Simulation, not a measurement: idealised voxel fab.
process module | voxel transistor to metal
cross-section cut | 295 nm wide | cells 5 nm
A cross-section is a grid of square cells, given in bands from the top down. A band is one or more rows of cells.
Each band's line starts with the height of the band's top and of its bottom, in nm. Then come its materials from left to right, each with its width in nm. One material with "throughout" fills the band from edge to edge. "air" is empty space.
Height 0 is the level under which the wafer as received is all one material. The lowest band goes on downwards, as in "0 down".
A width such as "30 to 40" changes by the same amount from each row of cells to the next, from the band's top row to its bottom row.
"no change" after a step means that no cell of the cross-section changed.
closed voids: empty space of 8 cells or more with no open way to the top, each as width x height at its distance from the left edge, in nm
after a step's settings: what the simulator itself notes on the step
overlay nm, on a step with a mask: how far to the right of its planned place the mask lay; to the left if negative
plan
1 op RECEIVE | material Si
2 op OXIDIZE | depth nm 5
3 op CONFORMAL_DEP | material SiN | thk nm 15
4 op DIRECTIONAL_DEP | material aC | thk nm 10
5 op PATTERN | tone cover | mask id ACTIVE | material resist | width nm 95 | pitch nm 125 | thk nm 30 | overlay nm 0
6 op DIRECTIONAL_ETCH | etch materials aC | depth nm 10
7 op STRIP | etch materials resist
8 op DIRECTIONAL_ETCH | etch materials SiN | depth nm 15
9 op DIRECTIONAL_ETCH | etch materials SiO2 | depth nm 5
10 op DIRECTIONAL_ETCH | etch materials Si | depth nm 30
11 op STRIP | etch materials aC
12 op OXIDIZE | depth nm 5
13 op FILL_DEP | material SiO2 | thk nm 10
14 op CMP | height nm 15
15 op SELECTIVE_ETCH | etch materials SiO2 | depth nm 10
16 op STRIP | etch materials SiN
17 op SELECTIVE_ETCH | etch materials SiO2 | depth nm 5
18 op OXIDIZE | depth nm 5
19 op DIRECTIONAL_DEP | material polySi | thk nm 20
20 op DIRECTIONAL_DEP | material SiCN | thk nm 10
21 op PATTERN | tone cover | mask id GATE | material resist | width nm 15 | pitch nm 125 | thk nm 15 | overlay nm 0
22 op DIRECTIONAL_ETCH | etch materials SiCN | depth nm 20
23 op DIRECTIONAL_ETCH | etch materials polySi | depth nm 30
24 op STRIP | etch materials resist
25 op CONFORMAL_DEP | material SiN | thk nm 5
26 op DIRECTIONAL_ETCH | etch materials SiN | depth nm 5
27 op DIRECTIONAL_ETCH | etch materials SiO2 | depth nm 5
28 op DIRECTIONAL_ETCH | etch materials Si | depth nm 10
29 op EPI | material SiGe | thk nm 15
30 op FILL_DEP | material SiO2 | thk nm 5
31 op CMP | height nm 25
32 op DIRECTIONAL_DEP | material SiO2 | thk nm 15
33 op MASKED_ETCH | tone open | mask id CONTACT | width nm 25 | etch materials SiO2 | depth nm 45 | overlay nm 0
34 op CONFORMAL_DEP | material TiN | thk nm 5
35 op FILL_DEP | material Ru | thk nm 5
36 op CMP | height nm 40
37 op DIRECTIONAL_DEP | material TiN | thk nm 5
38 op DIRECTIONAL_DEP | material Ru | thk nm 15
39 op MASKED_ETCH | tone cover | mask id METAL_1 | width nm 15 | etch materials Ru | depth nm 15 | overlay nm 0
40 op MASKED_ETCH | tone cover | mask id METAL_1 | width nm 15 | etch materials TiN | depth nm 5 | overlay nm 0
41 op CONFORMAL_DEP | material SiCN | thk nm 5
42 op FILL_DEP | material lowk | thk nm 10
43 op CMP | height nm 60
44 op CONFORMAL_DEP | material SiN | thk nm 5
as received, after step 1
  0 down: Si throughout
  closed voids: none
first wafer at the end, as planned
  65 to 60: SiN throughout
  60 to 45: lowk 40 | SiCN 5 | Ru 15 | SiCN 5 | lowk 35 | SiCN 5 | Ru 15 | SiCN 5 | lowk 40 | SiCN 5 | Ru 15 | SiCN 5 | lowk 35 | SiCN 5 | Ru 15 | SiCN 5 | lowk 45
  45 to 40: SiCN 45 | TiN 15 | SiCN 45 | TiN 15 | SiCN 50 | TiN 15 | SiCN 45 | TiN 15 | SiCN 50
  40 to 25: SiO2 45 | TiN 5 | Ru 15 | TiN 5 | SiO2 25 | TiN 5 | Ru 15 | TiN 5 | SiO2 50 | TiN 5 | Ru 15 | TiN 5 | SiO2 25 | TiN 5 | Ru 15 | TiN 5 | SiO2 50
  25 to 15: SiO2 45 | TiN 5 | Ru 15 | TiN 5 | SiN 5 | SiCN 15 | SiN 5 | TiN 5 | Ru 15 | TiN 5 | SiO2 50 | TiN 5 | Ru 15 | TiN 5 | SiN 5 | SiCN 15 | SiN 5 | TiN 5 | Ru 15 | TiN 5 | SiO2 50
  15 to 10: SiO2 45 | TiN 5 | Ru 15 | TiN 5 | SiN 5 | polySi 15 | SiN 5 | TiN 5 | Ru 15 | TiN 5 | SiO2 50 | TiN 5 | Ru 15 | TiN 5 | SiN 5 | polySi 15 | SiN 5 | TiN 5 | Ru 15 | TiN 5 | SiO2 50
  10 to 5: SiO2 45 | TiN 25 | SiN 5 | polySi 15 | SiN 5 | TiN 25 | SiO2 50 | TiN 25 | SiN 5 | polySi 15 | SiN 5 | TiN 25 | SiO2 50
  5 to 0: SiO2 45 | TiN 10 | SiGe 15 | SiN 5 | polySi 15 | SiN 5 | SiGe 15 | TiN 10 | SiO2 50 | TiN 10 | SiGe 15 | SiN 5 | polySi 15 | SiN 5 | SiGe 15 | TiN 10 | SiO2 50
  0 to -5: SiO2 30 | SiN 5 | SiO2 10 | TiN 10 | SiGe 15 | SiN 5 | polySi 15 | SiN 5 | SiGe 15 | TiN 10 | SiO2 10 | SiN 5 | SiO2 20 | SiN 5 | SiO2 10 | TiN 10 | SiGe 15 | SiN 5 | polySi 15 | SiN 5 | SiGe 15 | TiN 10 | SiO2 10 | SiN 5 | SiO2 35
  -5 to -10: SiO2 35 | SiGe 35 | SiO2 25 | SiGe 35 | SiO2 30 | SiGe 35 | SiO2 25 | SiGe 35 | SiO2 40
  -10 to -20: SiO2 40 | SiGe 30 | Si 25 | SiGe 30 | SiO2 40 | SiGe 30 | Si 25 | SiGe 30 | SiO2 45
  -20 to -40: SiO2 40 | Si 85 | SiO2 40 | Si 85 | SiO2 45
  -40 down: Si throughout
  closed voids: none
second wafer at the end: like start, like plan, one mistake
  80 to 75: SiN throughout
  75 to 65: lowk throughout
  65 to 60: lowk 40 | SiCN 25 | lowk 35 | SiCN 25 | lowk 40 | SiCN 25 | lowk 35 | SiCN 25 | lowk 45
  60 to 45: lowk 40 | SiCN 5 | Ru 15 | SiCN 5 | lowk 35 | SiCN 5 | Ru 15 | SiCN 5 | lowk 40 | SiCN 5 | Ru 15 | SiCN 5 | lowk 35 | SiCN 5 | Ru 15 | SiCN 5 | lowk 45
  45 to 40: SiCN 45 | TiN 15 | SiCN 45 | TiN 15 | SiCN 50 | TiN 15 | SiCN 45 | TiN 15 | SiCN 50
  40 to 25: SiO2 45 | TiN 5 | Ru 15 | TiN 5 | SiO2 25 | TiN 5 | Ru 15 | TiN 5 | SiO2 50 | TiN 5 | Ru 15 | TiN 5 | SiO2 25 | TiN 5 | Ru 15 | TiN 5 | SiO2 50
  25 to 15: SiO2 45 | TiN 5 | Ru 15 | TiN 5 | SiN 5 | SiCN 15 | SiN 5 | TiN 5 | Ru 15 | TiN 5 | SiO2 50 | TiN 5 | Ru 15 | TiN 5 | SiN 5 | SiCN 15 | SiN 5 | TiN 5 | Ru 15 | TiN 5 | SiO2 50
  15 to 10: SiO2 45 | TiN 5 | Ru 15 | TiN 5 | SiN 5 | polySi 15 | SiN 5 | TiN 5 | Ru 15 | TiN 5 | SiO2 50 | TiN 5 | Ru 15 | TiN 5 | SiN 5 | polySi 15 | SiN 5 | TiN 5 | Ru 15 | TiN 5 | SiO2 50
  10 to 5: SiO2 45 | TiN 25 | SiN 5 | polySi 15 | SiN 5 | TiN 25 | SiO2 50 | TiN 25 | SiN 5 | polySi 15 | SiN 5 | TiN 25 | SiO2 50
  5 to 0: SiO2 45 | TiN 10 | SiGe 15 | SiN 5 | polySi 15 | SiN 5 | SiGe 15 | TiN 10 | SiO2 50 | TiN 10 | SiGe 15 | SiN 5 | polySi 15 | SiN 5 | SiGe 15 | TiN 10 | SiO2 50
  0 to -5: SiO2 30 | SiN 5 | SiO2 10 | TiN 10 | SiGe 15 | SiN 5 | polySi 15 | SiN 5 | SiGe 15 | TiN 10 | SiO2 10 | SiN 5 | SiO2 20 | SiN 5 | SiO2 10 | TiN 10 | SiGe 15 | SiN 5 | polySi 15 | SiN 5 | SiGe 15 | TiN 10 | SiO2 10 | SiN 5 | SiO2 35
  -5 to -10: SiO2 35 | SiGe 35 | SiO2 25 | SiGe 35 | SiO2 30 | SiGe 35 | SiO2 25 | SiGe 35 | SiO2 40
  -10 to -20: SiO2 40 | SiGe 30 | Si 25 | SiGe 30 | SiO2 40 | SiGe 30 | Si 25 | SiGe 30 | SiO2 45
  -20 to -40: SiO2 40 | Si 85 | SiO2 40 | Si 85 | SiO2 45
  -40 down: Si throughout
  closed voids: none
what went wrong: step 43 was left out
at the end the second wafer has, in cells: 20 more of SiCN | 157 more of lowk
